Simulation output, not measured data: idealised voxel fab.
Presented below is a process module, voxel capacitor over wiring.
Square cells of 5 nm make up the cross-section cut, whose width is 230 nm.
For the purposes of this document, a cross-section shall be understood as a grid of square cells, specified as bands listed in top-to-bottom order, each band consisting of one or more rows of cells.
First you get the band's top height and its bottom height, in nm, and then the materials it's made of, left to right, with each width in nm. If you see a single material with "full width", that one covers the band edge to edge. "empty" is empty space.
Heights are expressed relative to 0, this being the level below which the as-received wafer comprises one material exclusively. The lowest band is unbounded in the downward direction and is denoted as in "from 0 down".
The expression "30..40" gives the width at the extremes of the band, the first number at its top row of cells and the second at its bottom row, with the width changing by equal amounts from each row to the next in between.
Basically "nothing different" means that step didn't change any cell in the cross-section.
Each empty space that has no open way to the top and spans at least 8 cells appears under "Fully enclosed voids" as width x height at distance, the distance counted from the left edge, all in nm.
If you see something after the settings on a step's line, that's the simulator's own remark about that step.
"overlay nm", when on a step's line for a step with a mask, measures how far to the right of its planned place the mask lay; a negative measure means to the left.
SO HERE'S THE LINEUP OF PROCESS STEPS WE PLANNED
1,RECEIVE | material Si
2,CONFORMAL_DEP | material SiO2 | thk nm 10
3,CONFORMAL_DEP | material SiCN | thk nm 5
4,DIRECTIONAL_DEP | material SiO2 | thk nm 20
5,DIRECTIONAL_DEP | material aC | thk nm 10
6,PATTERN | tone open | mask id METAL_1 | material resist | width nm 25 | pitch nm 95 | thk nm 25 | overlay nm 0
7,DIRECTIONAL_ETCH | etch materials aC | depth nm 10
8,STRIP | etch materials resist
9,DIRECTIONAL_ETCH | etch materials SiO2 | depth nm 20
10,DIRECTIONAL_ETCH | etch materials SiCN | depth nm 5
11,STRIP | etch materials aC
12,CONFORMAL_DEP | material TiN | thk nm 5
13,FILL_DEP | material Cu | thk nm 10
14,CMP | height nm 35
15,CONFORMAL_DEP | material SiCN | thk nm 5
16,DIRECTIONAL_DEP | material SiO2 | thk nm 10
17,PATTERN | tone open | mask id PLUG_1 | material resist | width nm 15 | thk nm 15 | overlay nm 0
18,DIRECTIONAL_ETCH | etch materials SiO2 | depth nm 10
19,DIRECTIONAL_ETCH | etch materials SiCN | depth nm 5
20,STRIP | etch materials resist
21,CONFORMAL_DEP | material TiN | thk nm 5
22,FILL_DEP | material Cu | thk nm 10
23,CMP | height nm 50
24,DIRECTIONAL_DEP | material TiN | thk nm 5
25,DIRECTIONAL_DEP | material SiN | thk nm 5
26,DIRECTIONAL_DEP | material TiN | thk nm 5
27,MASKED_ETCH | tone cover | mask id UPPER_PLATE | width nm 75 | etch materials TiN | depth nm 5 | overlay nm 0
28,MASKED_ETCH | tone cover | mask id UPPER_PLATE | width nm 75 | etch materials SiN | depth nm 5 | overlay nm 0
29,DIRECTIONAL_DEP | material aC | thk nm 10
30,PATTERN | tone cover | mask id LOWER_PLATE | material resist | width nm 85 | thk nm 25 | overlay nm 0
31,DIRECTIONAL_ETCH | etch materials aC | depth nm 10
32,STRIP | etch materials resist
33,DIRECTIONAL_ETCH | etch materials TiN | depth nm 5
34,STRIP | etch materials aC
35,FILL_DEP | material SiO2 | thk nm 15
36,CMP | height nm 75
37,DIRECTIONAL_DEP | material aC | thk nm 15
38,PATTERN | tone open | mask id PLUG_2 | material resist | width nm 15 | thk nm 30 | overlay nm 0
39,DIRECTIONAL_ETCH | etch materials aC | depth nm 15
40,STRIP | etch materials resist
41,DIRECTIONAL_ETCH | etch materials SiO2 | depth nm 10
42,STRIP | etch materials aC
43,CONFORMAL_DEP | material TiN | thk nm 5
44,FILL_DEP | material W | thk nm 10
45,CMP | height nm 75
46,CONFORMAL_DEP | material SiN | thk nm 5
CROSS-SECTION OF THE WAFER UPON ARRIVAL, REPRESENTING THE STATE REACHED AFTER STEP 1
  from 0 down: Si full width
  Fully enclosed voids: none
A WAFER AT THE END: THIS START, THIS PLAN, ONE MISTAKE
  from 80 to 75: SiN full width
  from 75 to 70: SiO2=75, TiN=5, W=5, TiN=5, SiO2=140
  from 70 to 60: SiO2=75..65, TiN=15..75, SiO2=140..90
  from 60 to 55: SiO2=65, SiN=75, SiO2=90
  from 55 to 50: SiO2=60, TiN=85, SiO2=85
  from 50 to 40: SiO2=65, TiN=5, Cu=5, TiN=5, SiO2=150
  from 40 to 35: SiCN=65, TiN=15, SiCN=150
  from 35 to 15: SiO2=45, TiN=5, Cu=15, TiN=5, SiO2=70, TiN=5, Cu=15, TiN=5, SiO2=65
  from 15 to 10: SiCN=45, TiN=25, SiCN=70, TiN=25, SiCN=65
  from 10 to 0: SiO2 full width
  from 0 down: Si full width
  Fully enclosed voids: none
Here's what went sideways: so step 6 ended up running with a different setting than we planned, it ran as PATTERN | tone open | mask id METAL_1 | material resist | width nm 25 | pitch nm 95 | thk nm 25 | overlay nm -10
